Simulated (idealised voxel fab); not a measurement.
process module | voxel air gaps
cross-section cut | 210 nm wide | cells 5 nm
A cross-section is a grid of square cells, given in bands from the top down. A band is one or more rows of cells.
Each band's line starts with the height of the band's top and of its bottom, in nm. Then come its materials from left to right, each with its width in nm. One material with "throughout" fills the band from edge to edge. "air" is empty space.
Height 0 is the level under which the wafer as received is all one material. The lowest band goes on downwards, as in "0 down".
A width such as "30 to 40" changes by the same amount from each row of cells to the next, from the band's top row to its bottom row.
"no change" after a step means that no cell of the cross-section changed.
closed voids: empty space of 8 cells or more with no open way to the top, each as width x height at its distance from the left edge, in nm
after a step's settings: what the simulator itself notes on the step
overlay nm, on a step with a mask: how far to the right of its planned place the mask lay; to the left if negative
plan
1 op RECEIVE | material Si
2 op CONFORMAL_DEP | material SiO2 | thk nm 10
3 op CONFORMAL_DEP | material SiN | thk nm 5
4 op DIRECTIONAL_DEP | material SiO2 | thk nm 20
5 op PATTERN | tone open | mask id LINES | material resist | width nm 20 | pitch nm 45 | thk nm 20 | overlay nm 0
6 op DIRECTIONAL_ETCH | etch materials SiO2 | depth nm 30
7 op STRIP | etch materials resist
8 op CONFORMAL_DEP | material TiN | thk nm 5
9 op FILL_DEP | material Cu | thk nm 10
10 op CMP | height nm 45
11 op EPI | material Ru | thk nm 10
12 op SELECTIVE_ETCH | etch materials SiO2 | depth nm 40
13 op CONFORMAL_DEP | material SiCN | thk nm 5
varied across the wafers: thk nm of step 4. The plan shows the first wafer's value. All wafers start alike
first wafer as received, after step 1
  0 down: Si throughout
  closed voids: none
first wafer at the end, after step 13
  60 to 55: SiCN throughout
  55 to 45: Ru throughout
  45 to 40: Cu throughout
  40 to 35: TiN 30 | Cu 10 | TiN 35 | Cu 10 | TiN 35 | Cu 10 | TiN 35 | Cu 10 | TiN 35
  35 to 20: SiO2 25 | TiN 5 | Cu 10 | TiN 5 | SiO2 25 | TiN 5 | Cu 10 | TiN 5 | SiO2 25 | TiN 5 | Cu 10 | TiN 5 | SiO2 25 | TiN 5 | Cu 10 | TiN 5 | SiO2 30
  20 to 15: SiO2 25 | TiN 20 | SiO2 25 | TiN 20 | SiO2 25 | TiN 20 | SiO2 25 | TiN 20 | SiO2 30
  15 to 10: SiN throughout
  10 to 0: SiO2 throughout
  0 down: Si throughout
  closed voids: none
last wafer at the end
  60 to 55: air 10 | SiCN 185 | air 15
  55 to 45: air 10 | SiCN 5 | Ru 40 | SiCN 5 | Ru 40 | SiCN 5 | Ru 40 | SiCN 5 | Ru 40 | SiCN 5 | air 15
  45 to 40: air 10 | SiCN 15 | TiN 5 | Cu 10 | TiN 5 | SiCN 25 | TiN 5 | Cu 10 | TiN 5 | SiCN 25 | TiN 5 | Cu 10 | TiN 5 | SiCN 25 | TiN 5 | Cu 10 | TiN 5 | SiCN 15 | air 15
  40 to 20: air 20 | SiCN 5 | TiN 5 | Cu 10 | TiN 5 | SiCN 5 | air 15 | SiCN 5 | TiN 5 | Cu 10 | TiN 5 | SiCN 5 | air 15 | SiCN 5 | TiN 5 | Cu 10 | TiN 5 | SiCN 5 | air 15 | SiCN 5 | TiN 5 | Cu 10 | TiN 5 | SiCN 5 | air 25
  20 to 15: SiCN 25 | TiN 20 | SiCN 25 | TiN 20 | SiCN 25 | TiN 20 | SiCN 25 | TiN 20 | SiCN 30
  15 to 10: SiN throughout
  10 to 0: SiO2 throughout
  0 down: Si throughout
  closed voids: 15 x 20 at 50; 15 x 20 at 95; 15 x 20 at 140
each wafer at the end: cells of each material gained (+) or lost (-) since it was received, then its closed voids
thk nm 20 | +74 Cu | +84 Ru | +42 SiCN | +42 SiN | +188 SiO2 | +74 TiN | closed voids: none
thk nm 25 | +40 Cu | +84 Ru | +42 SiCN | +42 SiN | +214 SiO2 | +82 TiN | closed voids: none
thk nm 30 | +40 Cu | +64 Ru | +126 SiCN | +42 SiN | +84 SiO2 | +56 TiN | closed voids: 15 x 20 at 50; 15 x 20 at 95; 15 x 20 at 140
